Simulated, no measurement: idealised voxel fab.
Process module in this document: voxel air gaps
We display cut, a cross-section 280 nm in width whose square cells are each 5 nm.
Cross-sections here: square-cell grids, written as top-down lists of bands, a band being one or more rows of cells. This entry defines a band. It first specifies the height of the band's top and the height of its bottom in nm, and then specifies the band's materials from left to right, stating each material with its width in nm. The word "everywhere" identifies a single material that fills the band from edge to edge, while the word "air" identifies empty space. Heights are expressed relative to 0, this being the level below which the as-received wafer comprises one material exclusively. The lowest band is unbounded in the downward direction and is denoted as in "z 0 and below". Width spec "30..40" -> top row of cells at first value, bottom row at second value, equal per-row change in between. "no alteration" (step): cross-section cells unchanged, all of them. "Completely enclosed voids" means: voids of 8 cells or more that are shut off from the top with no open way through. Written width x height at distance, distance from the left edge, in nm. Note: text after step settings on the step line = simulator remark on that step. The setting "overlay nm" may be written on the line of a step. When the step uses a mask, the value reports how far to the right of the planned place the mask lay, and a negative value reports that it lay to the left.
## These are the steps we planned for the process
1) RECEIVE,material Si
2) CONFORMAL_DEP,material SiO2,thk nm 10
3) CONFORMAL_DEP,material SiN,thk nm 5
4) DIRECTIONAL_DEP,material lowk,thk nm 40
5) PATTERN,tone open,mask id LINES,material resist,width nm 20,pitch nm 45,thk nm 15,overlay nm 0
6) DIRECTIONAL_ETCH,etch materials lowk,depth nm 40
7) STRIP,etch materials resist
8) CONFORMAL_DEP,material TiN,thk nm 5
9) FILL_DEP,material Ru,thk nm 10
10) CMP,height nm 55
11) EPI,material Ru,thk nm 10
12) SELECTIVE_ETCH,etch materials lowk,depth nm 50
13) CONFORMAL_DEP,material SiCN,thk nm 5
## Incoming wafer in cross-section (state: after step 1)
- z 0 and below = Si everywhere
- Completely enclosed voids: none
## Cross-sectional result after module completion. Note: starting condition and plan are unchanged from above; one processing mistake was made
- z 70 to 65 = air 45 nm  SiCN 185 nm  air 50 nm
- z 65 to 55 = air 45 nm  SiCN 5 nm  Ru 40 nm  SiCN 5 nm  Ru 40 nm  SiCN 5 nm  Ru 40 nm  SiCN 5 nm  Ru 40 nm  SiCN 5 nm  air 50 nm
- z 55 to 50 = air 45 nm  SiCN 15 nm  TiN 5 nm  Ru 10 nm  TiN 5 nm  SiCN 25 nm  TiN 5 nm  Ru 10 nm  TiN 5 nm  SiCN 25 nm  TiN 5 nm  Ru 10 nm  TiN 5 nm  SiCN 25 nm  TiN 5 nm  Ru 10 nm  TiN 5 nm  SiCN 15 nm  air 50 nm
- z 50 to 20 = air 55 nm  SiCN 5 nm  TiN 5 nm  Ru 10 nm  TiN 5 nm  SiCN 5 nm  air 15 nm  SiCN 5 nm  TiN 5 nm  Ru 10 nm  TiN 5 nm  SiCN 5 nm  air 15 nm  SiCN 5 nm  TiN 5 nm  Ru 10 nm  TiN 5 nm  SiCN 5 nm  air 15 nm  SiCN 5 nm  TiN 5 nm  Ru 10 nm  TiN 5 nm  SiCN 5 nm  air 60 nm
- z 20 to 15 = SiCN 60 nm  TiN 20 nm  SiCN 25 nm  TiN 20 nm  SiCN 25 nm  TiN 20 nm  SiCN 25 nm  TiN 20 nm  SiCN 65 nm
- z 15 to 10 = SiN everywhere
- z 10 to 0 = Ru everywhere
- z 0 and below = Si everywhere
- Completely enclosed voids: 15 x 30 at 85; 15 x 30 at 130; 15 x 30 at 175
Diagnosis: step 2 went in with a setting other than planned; the actual run was CONFORMAL_DEP,material Ru,thk nm 10
